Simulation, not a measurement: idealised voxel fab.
The name of this process module is voxel fin reveal.
Section shown: cut. Width: 245 nm. Cell size: 5 nm, square.
Cross-section format: a grid of square cells, given as bands from top to bottom; each band is one or more rows of cells. Band: top and bottom heights (nm) first, top before bottom; then materials from left to right, widths in nm. "everywhere" marks a sole material filling the band edge to edge. "air" denotes empty space. Beneath 0, the wafer as received is one material, and that level is where height counting begins. The lowest band goes on downward without a bottom; it is written like "z 0 and below". So if you see something like "30 to 40" for the width, read it as the top row of the band sitting at the first number and the bottom row at the second, with every row in between moving by the same amount as the last. The cross-section has no changed cell in any step marked "identical to before". "Sealed void listing" contains a list of empty spaces, each no smaller than 8 cells and without an open way to the top, written in the form width x height at distance with the distance from the left edge and all three in nm. On a step's line, text after the settings is the simulator commenting on that step. overlay nm: where the mask lay relative to plan, measured to the right, on steps with a mask; negatives go left.

PLANNED STEP LIST FOR THE PROCESS
1 RECEIVE,material Si
2 CONFORMAL_DEP,material SiN,thk nm 10
3 MASKED_ETCH,tone cover,mask id FINS,width nm 15,pitch nm 40,etch materials SiN,depth nm 10,overlay nm 0
4 MASKED_ETCH,tone cover,mask id FINS,width nm 15,pitch nm 40,etch materials Si,depth nm 35,overlay nm 0
5 OXIDIZE,depth nm 5
6 FILL_DEP,material SiO2,thk nm 15
7 CMP,height nm 10
8 SELECTIVE_ETCH,etch materials SiO2,depth nm 20
9 STRIP,etch materials SiN
10 CONFORMAL_DEP,material HfO2,thk nm 5

FIRST OF TWO WAFERS, PROCESSED ACCORDING TO PLAN

SHOWN IN CROSS-SECTION IS THE WAFER AS RECEIVED, THAT IS, AS IT STANDS AFTER STEP 1
> z 0 and below | Si everywhere
> Sealed void listing: none

STEP 2 DONE - WAFER CROSS-SECTION
> z 10 to 0 | SiN everywhere
> Below 0, no change.

STEP 3 DONE - WAFER CROSS-SECTION
> z 10 to 0 | 55 air, 15 SiN, 25 air, 15 SiN, 25 air, 15 SiN, 25 air, 15 SiN, 55 air
> Below 0, no change.

STEP 4 DONE - WAFER CROSS-SECTION
> z 10 to 0 | 55 air, 15 SiN, 25 air, 15 SiN, 25 air, 15 SiN, 25 air, 15 SiN, 55 air
> z 0 to -35 | 55 air, 15 Si, 25 air, 15 Si, 25 air, 15 Si, 25 air, 15 Si, 55 air
> Below -35, no change.

STEP 5 DONE - WAFER CROSS-SECTION
> z 10 to 0 | 55 air, 15 SiN, 25 air, 15 SiN, 25 air, 15 SiN, 25 air, 15 SiN, 55 air
> z 0 to -35 | 55 air, 5 SiO2, 5 Si, 5 SiO2, 25 air, 5 SiO2, 5 Si, 5 SiO2, 25 air, 5 SiO2, 5 Si, 5 SiO2, 25 air, 5 SiO2, 5 Si, 5 SiO2, 55 air
> z -35 to -40 | 60 SiO2, 5 Si, 35 SiO2, 5 Si, 35 SiO2, 5 Si, 35 SiO2, 5 Si, 60 SiO2
> Below -40, no change.

STEP 6 DONE - WAFER CROSS-SECTION
> z 25 to 10 | SiO2 everywhere
> z 10 to 0 | 55 SiO2, 15 SiN, 25 SiO2, 15 SiN, 25 SiO2, 15 SiN, 25 SiO2, 15 SiN, 55 SiO2
> z 0 to -40 | 60 SiO2, 5 Si, 35 SiO2, 5 Si, 35 SiO2, 5 Si, 35 SiO2, 5 Si, 60 SiO2
> Below -40, no change.

STEP 7 DONE - WAFER CROSS-SECTION
> z 10 to 0 | 55 SiO2, 15 SiN, 25 SiO2, 15 SiN, 25 SiO2, 15 SiN, 25 SiO2, 15 SiN, 55 SiO2
> Below 0, no change.

STEP 8 DONE - WAFER CROSS-SECTION
> z 10 to 0 | 55 air, 15 SiN, 25 air, 15 SiN, 25 air, 15 SiN, 25 air, 15 SiN, 55 air
> z 0 to -10 | 60 air, 5 Si, 35 air, 5 Si, 35 air, 5 Si, 35 air, 5 Si, 60 air
> Below -10, no change.

STEP 9 DONE - WAFER CROSS-SECTION
> z 0 to -10 | 60 air, 5 Si, 35 air, 5 Si, 35 air, 5 Si, 35 air, 5 Si, 60 air
> Below -10, no change.

STEP 10 DONE - WAFER CROSS-SECTION
> z 5 to 0 | 55 air, 15 HfO2, 25 air, 15 HfO2, 25 air, 15 HfO2, 25 air, 15 HfO2, 55 air
> z 0 to -5 | 55 air, 5 HfO2, 5 Si, 5 HfO2, 25 air, 5 HfO2, 5 Si, 5 HfO2, 25 air, 5 HfO2, 5 Si, 5 HfO2, 25 air, 5 HfO2, 5 Si, 5 HfO2, 55 air
> z -5 to -10 | 60 HfO2, 5 Si, 35 HfO2, 5 Si, 35 HfO2, 5 Si, 35 HfO2, 5 Si, 60 HfO2
> Below -10, no change.

SECOND OF TWO: SAME START, SAME PLAN, ONE RUN ERROR; STEPS UP TO AND INCLUDING 7 MATCH THE FIRST

LOOK AT THE SECOND WAFER IN CROSS-SECTION AT THE TIME STEP 8 OUGHT TO HAVE FINISHED
> z 10 to 0 | 55 SiO2, 15 air, 25 SiO2, 15 air, 25 SiO2, 15 air, 25 SiO2, 15 air, 55 SiO2
> Below 0, no change.

LOOK AT THE SECOND WAFER IN CROSS-SECTION AT THE TIME STEP 9 OUGHT TO HAVE FINISHED
> z 0 to -10 | 60 air, 5 Si, 35 air, 5 Si, 35 air, 5 Si, 35 air, 5 Si, 60 air
> z -10 to -20 | 35 SiO2, 25 air, 5 Si, 35 air, 5 Si, 35 air, 5 Si, 35 air, 5 Si, 25 air, 35 SiO2
> Below -20, no change.

LOOK AT THE SECOND WAFER IN CROSS-SECTION AT THE TIME STEP 10 OUGHT TO HAVE FINISHED
> z 5 to 0 | 55 air, 15 HfO2, 25 air, 15 HfO2, 25 air, 15 HfO2, 25 air, 15 HfO2, 55 air
> z 0 to -5 | 55 air, 5 HfO2, 5 Si, 5 HfO2, 25 air, 5 HfO2, 5 Si, 5 HfO2, 25 air, 5 HfO2, 5 Si, 5 HfO2, 25 air, 5 HfO2, 5 Si, 5 HfO2, 55 air
> z -5 to -10 | 40 HfO2, 15 air, 5 HfO2, 5 Si, 5 HfO2, 25 air, 5 HfO2, 5 Si, 5 HfO2, 25 air, 5 HfO2, 5 Si, 5 HfO2, 25 air, 5 HfO2, 5 Si, 5 HfO2, 15 air, 40 HfO2
> z -10 to -15 | 35 SiO2, 5 HfO2, 15 air, 5 HfO2, 5 Si, 5 HfO2, 25 air, 5 HfO2, 5 Si, 5 HfO2, 25 air, 5 HfO2, 5 Si, 5 HfO2, 25 air, 5 HfO2, 5 Si, 5 HfO2, 15 air, 5 HfO2, 35 SiO2
> z -15 to -20 | 35 SiO2, 25 HfO2, 5 Si, 35 HfO2, 5 Si, 35 HfO2, 5 Si, 35 HfO2, 5 Si, 25 HfO2, 35 SiO2
> Below -20, no change.
Nonconformance to the process plan: the run placed steps 8 and 9 each in the position the plan gave to the other
Final difference in cells, second wafer against first, listed per material as more or fewer: 20 more of HfO2, 62 fewer of SiO2
